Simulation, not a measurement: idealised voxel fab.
The document below concerns the process module designated voxel capacitor over wiring.
Square cells of 5 nm make up the cross-section cut, whose width is 220 nm.
In what follows, cross-sections appear as grids of square cells, described through bands that run from the top down, where every band is one or more rows of cells.
Top, bottom (nm), then materials left to right with widths (nm); lone material tagged "everywhere" fills the whole band edge to edge; "blank" = empty space.
Counting heights begins at 0, where everything beneath is, in the wafer as received, one material. The lowest band has no bottom; it goes on downwards, as "0 nm and below" shows.
The notation "30..40" denotes a width that varies across the rows of cells in the band, beginning at the first number in the top row, finishing at the second number in the bottom row, and changing by an identical amount from each row to the next.
"all unchanged" for a step: no cell of the cross-section changed in that step.
The entry "Closed-off voids" lists the empty spaces that cover at least 8 cells and have no open path to the top. Each is written as width x height at distance, where the distance is measured from the left edge and all three values are in nm.
If you see something after the settings on a step's line, that's the simulator's own remark about that step.
overlay nm: how far to the right of its planned place the mask lay on this masked step (negative: to the left).
For the reader: what remains of this document is a series of pairs, each showing a cross-section before one process step and a cross-section after that step which reaches down only to the lowest band that changed, with the step between them and its settings set out under the pair. It should not be assumed that a pair continues from the pair above it; the pairs can come from different runs of this module on the same starting wafer, and such continuity exists only where the entry headed "Pre-step" says so.

# Pre-step
  75 nm to 70 nm = 30 blank; 50 Al2O3; 35 blank; 75 Al2O3; 30 blank
  70 nm to 60 nm = 30 blank; 50 TiN; 35 blank; 75 TiN; 30 blank
  60 nm to 50 nm = 30 blank; 35 Ru; 15 lowk; 35 blank; 75 Ru; 30 blank
  50 nm to 45 nm = 30 Al2O3; 35 Ru; 15 lowk; 35 Al2O3; 75 Ru; 30 Al2O3
  45 nm to 40 nm = 30 TiN; 35 Ru; 15 lowk; 35 TiN; 75 Ru; 30 TiN
  40 nm to 35 nm = 30 TiN; 35 Ru; 15 SiCN; 35 TiN; 75 Ru; 30 TiN
  35 nm to 20 nm = 50 SiO2; 5 SiN; 25 Ru; 5 SiN; 50 SiO2; 5 SiN; 25 Ru; 5 SiN; 50 SiO2
  20 nm to 15 nm = 55 SiN; 25 TiN; 60 SiN; 25 TiN; 55 SiN
  15 nm to 0 nm = SiO2 everywhere
  0 nm and below = Si everywhere
  Closed-off voids: none

# Post-Step Appearance
  80 nm to 75 nm = 30 blank; 50 TiN; 35 blank; 75 TiN; 30 blank
  75 nm to 70 nm = 30 blank; 50 Al2O3; 35 blank; 75 Al2O3; 30 blank
  70 nm to 60 nm = 30 blank; 50 TiN; 35 blank; 75 TiN; 30 blank
  60 nm to 55 nm = 30 blank; 35 Ru; 15 lowk; 35 blank; 75 Ru; 30 blank
  55 nm to 50 nm = 30 TiN; 35 Ru; 15 lowk; 35 TiN; 75 Ru; 30 TiN
  For the remainder of the cross-section, below 50, there is no change.
  Closed-off voids: none
It is this step that lies between the two cross-sections above: DIRECTIONAL_DEP with material TiN, thk nm 5

Pre-step: equal to the after panel directly above.

# Post-Step Appearance
  80 nm to 75 nm = 65 blank; 15 TiN; 35 blank; 15 TiN; 90 blank
  75 nm to 70 nm = 30 blank; 50 Al2O3; 35 blank; 75 Al2O3; 30 blank
  70 nm to 60 nm = 30 blank; 50 TiN; 35 blank; 75 TiN; 30 blank
  60 nm to 55 nm = 30 blank; 35 Ru; 15 lowk; 35 blank; 75 Ru; 30 blank
  55 nm to 50 nm = 30 blank; 35 Ru; 15 lowk; 35 TiN; 75 Ru; 30 blank
  For the remainder of the cross-section, below 50, there is no change.
  Closed-off voids: none
It is this step that lies between the two cross-sections above: MASKED_ETCH with tone cover, mask id UPPER_PLATE, width nm 65, etch materials TiN, depth nm 5, overlay nm 0

Pre-step: equal to the after panel directly above.

# Post-Step Appearance
  80 nm to 75 nm = 65 blank; 15 TiN; 35 blank; 15 TiN; 90 blank
  75 nm to 70 nm = 65 blank; 15 Al2O3; 35 blank; 15 Al2O3; 90 blank
  70 nm to 60 nm = 30 blank; 50 TiN; 35 blank; 75 TiN; 30 blank
  60 nm to 55 nm = 30 blank; 35 Ru; 15 lowk; 35 blank; 75 Ru; 30 blank
  55 nm to 50 nm = 30 blank; 35 Ru; 15 lowk; 35 TiN; 75 Ru; 30 blank
  50 nm to 45 nm = 30 blank; 35 Ru; 15 lowk; 35 Al2O3; 75 Ru; 30 blank
  For the remainder of the cross-section, below 45, there is no change.
  Closed-off voids: none
It is this step that lies between the two cross-sections above: MASKED_ETCH with tone cover, mask id UPPER_PLATE, width nm 65, etch materials Al2O3, depth nm 5, overlay nm 0

Pre-step: equal to the after panel directly above.

# Post-Step Appearance
  100 nm to 80 nm = 60 blank; 75 resist; 85 blank
  80 nm to 75 nm = 60 blank; 5 resist; 15 TiN; 35 resist; 15 TiN; 5 resist; 85 blank
  75 nm to 70 nm = 60 blank; 5 resist; 15 Al2O3; 35 resist; 15 Al2O3; 5 resist; 85 blank
  70 nm to 60 nm = 30 blank; 50 TiN; 35 resist; 75 TiN; 30 blank
  60 nm to 55 nm = 30 blank; 35 Ru; 15 lowk; 35 resist; 75 Ru; 30 blank
  For the remainder of the cross-section, below 55, there is no change.
  Closed-off voids: none
It is this step that lies between the two cross-sections above: PATTERN with tone cover, mask id LOWER_PLATE, material resist, width nm 75, thk nm 20, overlay nm 0

Pre-step: equal to the after panel directly above.

# Post-Step Appearance
  100 nm to 80 nm = 60 blank; 75 resist; 85 blank
  80 nm to 75 nm = 60 blank; 5 resist; 15 TiN; 35 resist; 15 TiN; 5 resist; 85 blank
  75 nm to 70 nm = 60 blank; 5 resist; 15 Al2O3; 35 resist; 15 Al2O3; 5 resist; 85 blank
  70 nm to 60 nm = 60 blank; 20 TiN; 35 resist; 20 TiN; 85 blank
  60 nm to 55 nm = 30 blank; 35 Ru; 15 lowk; 35 resist; 75 Ru; 30 blank
  55 nm to 50 nm = 30 blank; 35 Ru; 15 lowk; 35 TiN; 75 Ru; 30 blank
  50 nm to 45 nm = 30 blank; 35 Ru; 15 lowk; 35 Al2O3; 75 Ru; 30 blank
  45 nm to 40 nm = 30 blank; 35 Ru; 15 lowk; 35 TiN; 75 Ru; 30 blank
  40 nm to 35 nm = 30 blank; 35 Ru; 15 SiCN; 35 TiN; 75 Ru; 30 blank
  For the remainder of the cross-section, below 35, there is no change.
  Closed-off voids: none
It is this step that lies between the two cross-sections above: DIRECTIONAL_ETCH with etch materials TiN, depth nm 10

Pre-step: equal to the after panel directly above.

# Post-Step Appearance
  80 nm to 75 nm = 65 blank; 15 TiN; 35 blank; 15 TiN; 90 blank
  75 nm to 70 nm = 65 blank; 15 Al2O3; 35 blank; 15 Al2O3; 90 blank
  70 nm to 60 nm = 60 blank; 20 TiN; 35 blank; 20 TiN; 85 blank
  60 nm to 55 nm = 30 blank; 35 Ru; 15 lowk; 35 blank; 75 Ru; 30 blank
  For the remainder of the cross-section, below 55, there is no change.
  Closed-off voids: none
It is this step that lies between the two cross-sections above: STRIP with etch materials resist

Pre-step: equal to the after panel directly above.

# Post-Step Appearance
  95 nm to 80 nm = SiO2 everywhere
  80 nm to 75 nm = 65 SiO2; 15 TiN; 35 SiO2; 15 TiN; 90 SiO2
  75 nm to 70 nm = 65 SiO2; 15 Al2O3; 35 SiO2; 15 Al2O3; 90 SiO2
  70 nm to 60 nm = 60 SiO2; 20 TiN; 35 SiO2; 20 TiN; 85 SiO2
  60 nm to 55 nm = 30 SiO2; 35 Ru; 15 lowk; 35 SiO2; 75 Ru; 30 SiO2
  55 nm to 50 nm = 30 SiO2; 35 Ru; 15 lowk; 35 TiN; 75 Ru; 30 SiO2
  50 nm to 45 nm = 30 SiO2; 35 Ru; 15 lowk; 35 Al2O3; 75 Ru; 30 SiO2
  45 nm to 40 nm = 30 SiO2; 35 Ru; 15 lowk; 35 TiN; 75 Ru; 30 SiO2
  40 nm to 35 nm = 30 SiO2; 35 Ru; 15 SiCN; 35 TiN; 75 Ru; 30 SiO2
  For the remainder of the cross-section, below 35, there is no change.
  Closed-off voids: none
It is this step that lies between the two cross-sections above: FILL_DEP with material SiO2, thk nm 15

Pre-step: equal to the after panel directly above.

# Post-Step Appearance
  90 nm to 80 nm = SiO2 everywhere
  For the remainder of the cross-section, below 80, there is no change.
  Closed-off voids: none
It is this step that lies between the two cross-sections above: CMP with height nm 90

Pre-step: equal to the after panel directly above.

# Post-Step Appearance
  100 nm to 90 nm = aC everywhere
  For the remainder of the cross-section, below 90, there is no change.
  Closed-off voids: none
It is this step that lies between the two cross-sections above: DIRECTIONAL_DEP with material aC, thk nm 10

Pre-step: equal to the after panel directly above.

# Post-Step Appearance
  130 nm to 100 nm = 75 resist; 15 blank; 130 resist
  For the remainder of the cross-section, below 100, there is no change.
  Closed-off voids: none
It is this step that lies between the two cross-sections above: PATTERN with tone open, mask id PLUG_2, material resist, width nm 15, thk nm 30, overlay nm 0

Pre-step: equal to the after panel directly above.

# Post-Step Appearance
  120 nm to 100 nm = 75 resist; 15 blank; 130 resist
  100 nm to 90 nm = 75 aC; 15 blank; 130 aC
  For the remainder of the cross-section, below 90, there is no change.
  Closed-off voids: none
It is this step that lies between the two cross-sections above: DIRECTIONAL_ETCH with etch materials aC, depth nm 10

Pre-step: equal to the after panel directly above.

# Post-Step Appearance
  100 nm to 90 nm = 75 aC; 15 blank; 130 aC
  For the remainder of the cross-section, below 90, there is no change.
  Closed-off voids: none
It is this step that lies between the two cross-sections above: STRIP with etch materials resist

Pre-step: equal to the after panel directly above.

# Post-Step Appearance
  100 nm to 90 nm = 75 aC; 15 blank; 130 aC
  90 nm to 80 nm = 75 SiO2; 15 blank; 130 SiO2
  For the remainder of the cross-section, below 80, there is no change.
  Closed-off voids: none
It is this step that lies between the two cross-sections above: DIRECTIONAL_ETCH with etch materials SiO2, depth nm 10

Pre-step: equal to the after panel directly above.

# Post-Step Appearance
  90 nm to 80 nm = 75 SiO2; 15 blank; 130 SiO2
  For the remainder of the cross-section, below 80, there is no change.
  Closed-off voids: none
It is this step that lies between the two cross-sections above: STRIP with etch materials aC

Pre-step: equal to the after panel directly above.

# Post-Step Appearance
  95 nm to 90 nm = 80 TiN; 5 blank; 135 TiN
  90 nm to 85 nm = 75 SiO2; 5 TiN; 5 blank; 5 TiN; 130 SiO2
  85 nm to 80 nm = 75 SiO2; 15 TiN; 130 SiO2
  For the remainder of the cross-section, below 80, there is no change.
  Closed-off voids: none
It is this step that lies between the two cross-sections above: CONFORMAL_DEP with material TiN, thk nm 5

Pre-step: equal to the after panel directly above.

# Post-Step Appearance
  100 nm to 95 nm = W everywhere
  95 nm to 90 nm = 80 TiN; 5 W; 135 TiN
  90 nm to 85 nm = 75 SiO2; 5 TiN; 5 W; 5 TiN; 130 SiO2
  For the remainder of the cross-section, below 85, there is no change.
  Closed-off voids: none
It is this step that lies between the two cross-sections above: FILL_DEP with material W, thk nm 5

Pre-step: equal to the after panel directly above.

# Post-Step Appearance
  90 nm to 85 nm = 75 SiO2; 5 TiN; 5 W; 5 TiN; 130 SiO2
  For the remainder of the cross-section, below 85, there is no change.
  Closed-off voids: none
It is this step that lies between the two cross-sections above: CMP with height nm 90

Pre-step: equal to the after panel directly above.

# Post-Step Appearance
  95 nm to 90 nm = SiCN everywhere
  For the remainder of the cross-section, below 90, there is no change.
  Closed-off voids: none
It is this step that lies between the two cross-sections above: CONFORMAL_DEP with material SiCN, thk nm 5
